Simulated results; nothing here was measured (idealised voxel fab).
The document below concerns the process module designated voxel double patterning.
In the cross-section labelled cut, the width is 200 nm and each square cell is 5 nm.
Cross-section, as written here: a square-cell grid given band by band from the top down, where a band holds one or more rows of cells.
Within each band entry, the heights of the top and of the bottom of the band appear first, in that order and in nm; the materials of the band then follow from left to right, each with its corresponding width in nm. The designation "full width" on a single material indicates that it fills the band from edge to edge; the designation "air" indicates empty space.
Height is counted from the level 0, under which the received wafer is composed throughout of one material. The lowest of the bands is not closed at the bottom but continues downward, in the notation "z 0 and below".
The notation "30->40" denotes a width that varies across the rows of cells in the band, beginning at the first number in the top row, finishing at the second number in the bottom row, and changing by an identical amount from each row to the next.
When a step is marked "nothing altered", none of the cells in the cross-section changed during that step.
The list in "Enclosed internal voids" covers empty spaces of 8 cells or more that cannot reach the top through any open way, and it gives each as width x height at distance; the distance is from the left edge, and width, height and distance are in nm.
Where a step's line continues beyond its settings, the continuation is a remark by the simulator itself on that step.
What "overlay nm" on a step's line means: if the step has a mask, that mask lay this far to the right of its planned place, or, when the value is negative, to the left.
Process steps foreseen in the plan:
- 1: RECEIVE | material Si
- 2: CONFORMAL_DEP | material SiO2 | thk nm 10
- 3: DIRECTIONAL_DEP | material TiN | thk nm 20
- 4: DIRECTIONAL_DEP | material SiN | thk nm 5
- 5: MASKED_ETCH | tone open | mask id FIRST | width nm 15 | pitch nm 50 | etch materials SiN | depth nm 5 | overlay nm -15
- 6: DIRECTIONAL_DEP | material aC | thk nm 15
- 7: PATTERN | tone open | mask id SECOND | material resist | width nm 15 | thk nm 35 | overlay nm 0
- 8: DIRECTIONAL_ETCH | etch materials aC | depth nm 15
- 9: STRIP | etch materials resist
- 10: DIRECTIONAL_ETCH | etch materials SiN | depth nm 5
- 11: STRIP | etch materials aC
- 12: DIRECTIONAL_ETCH | etch materials TiN | depth nm 20
- 13: STRIP | etch materials SiN
All wafers enter the flow in the same state. The overlay nm at step 5 differs from wafer to wafer, and the plan gives the value for the first wafer.
The as-received cross-section of the first of several wafers corresponds to the state after step 1:
- z 0 and below | Si full width
- Enclosed internal voids: none
At the end of the module, after its last step, step 13, the first of several wafers appears in cross-section as follows:
- z 30 to 10 | TiN=50  air=15  TiN=25  air=25  TiN=85
- z 10 to 0 | SiO2 full width
- z 0 and below | Si full width
- Enclosed internal voids: none
Of the several wafers, the last: cross-section at the end of the module:
- z 30 to 10 | TiN=80  air=25  TiN=25  air=15  TiN=55
- z 10 to 0 | SiO2 full width
- z 0 and below | Si full width
- Enclosed internal voids: none
Each row below is a wafer at the end of the module, listing for every material the number of cells it has gained (+) or lost (-) since it was received, followed by its closed voids:
overlay nm -15, +80 SiO2, +128 TiN, Enclosed internal voids: none
overlay nm -10, +80 SiO2, +124 TiN, Enclosed internal voids: none
overlay nm -5, +80 SiO2, +124 TiN, Enclosed internal voids: none
overlay nm 0, +80 SiO2, +124 TiN, Enclosed internal voids: none
overlay nm 5, +80 SiO2, +124 TiN, Enclosed internal voids: none
overlay nm 10, +80 SiO2, +124 TiN, Enclosed internal voids: none
overlay nm 15, +80 SiO2, +128 TiN, Enclosed internal voids: none
